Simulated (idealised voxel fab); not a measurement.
The following process module bears the name voxel ribs on slabs.
The width of the displayed cross-section, cut, is 295 nm; its cells are square, with a size of 5 nm.
A cross-section is written here as square cells arranged in a grid, and it is given in bands from the top down, each band taking up one or more rows of cells. Quick guide to a band line: top height, bottom height (nm) up front; then every material left to right with its width in nm. Only one material and it's marked "throughout"? Then it fills the band edge to edge. And "empty" just means empty space. We count height from 0. Below that, the starting wafer is all one material. The lowest band never ends at the bottom but goes on down; see "from 0 down" for how that is written. Width: "30..40" (first number = top row, second number = bottom row, same change from row to row of cells). No cell of the cross-section changed in a step that is given as "all unchanged". "Enclosed voids" enumerates empty spaces isolated from the top, with no open way to it, that contain at least 8 cells, giving each as width x height at distance from the left edge, all three in nm. Past the settings on a step's line: simulator remark, on that step. The "overlay nm" setting may appear on a step's line; for a step that uses a mask, it gives how far to the right of its planned position the mask lay, and a negative value indicates the left.

Process steps - plan
| 1 | RECEIVE with material Si |
| 2 | DIRECTIONAL_DEP with material SiO2, thk nm 20 |
| 3 | DIRECTIONAL_DEP with material SiN, thk nm 15 |
| 4 | PATTERN with tone cover, mask id RIB, material resist, width nm 25, thk nm 15, overlay nm 0 |
| 5 | DIRECTIONAL_ETCH with etch materials SiN, depth nm 10 |
| 6 | STRIP with etch materials resist |
| 7 | PATTERN with tone cover, mask id SLAB, material resist, width nm 65, thk nm 15, overlay nm 0 |
| 8 | DIRECTIONAL_ETCH with etch materials SiN, depth nm 5 |
| 9 | STRIP with etch materials resist |
| 10 | FILL_DEP with material SiO2, thk nm 15 |
| 11 | CMP with height nm 45 |
| 12 | DIRECTIONAL_DEP with material TiN, thk nm 10 |
| 13 | MASKED_ETCH with tone cover, mask id HEATER, width nm 35, etch materials TiN, depth nm 10, overlay nm 0 |
| 14 | CONFORMAL_DEP with material SiN, thk nm 10 |

Cross-section, incoming material, after step 1
	from 0 down  Si throughout
	Enclosed voids: none

End-of-module cross-section of the first of two wafers, processed as planned
	from 65 to 55  empty 120 nm, SiN 55 nm, empty 120 nm
	from 55 to 45  SiN 130 nm, TiN 35 nm, SiN 130 nm
	from 45 to 35  SiO2 throughout
	from 35 to 25  SiO2 135 nm, SiN 25 nm, SiO2 135 nm
	from 25 to 20  SiO2 115 nm, SiN 65 nm, SiO2 115 nm
	from 20 to 0  SiO2 throughout
	from 0 down  Si throughout
	Enclosed voids: none

Module end: cross-section of wafer two of two. Same start and process plan as the first wafer. One mistake during execution
	from 65 to 55  empty 120 nm, SiN 55 nm, empty 120 nm
	from 55 to 45  SiN 130 nm, TiN 35 nm, SiN 130 nm
	from 45 to 35  SiO2 throughout
	from 35 to 25  SiO2 135 nm, SiN 30 nm, SiO2 130 nm
	from 25 to 20  SiO2 115 nm, SiN 65 nm, SiO2 115 nm
	from 20 to 0  SiO2 throughout
	from 0 down  Si throughout
	Enclosed voids: none
Deviation noted in wafer processing: so step 4 ended up running with a different setting than we planned, it ran as PATTERN with tone cover, mask id RIB, material resist, width nm 30, thk nm 15, overlay nm 0
Wrapping up, a cell-based count of both wafers puts the second over or under the first for these materials: 2 more of SiN | 2 fewer of SiO2
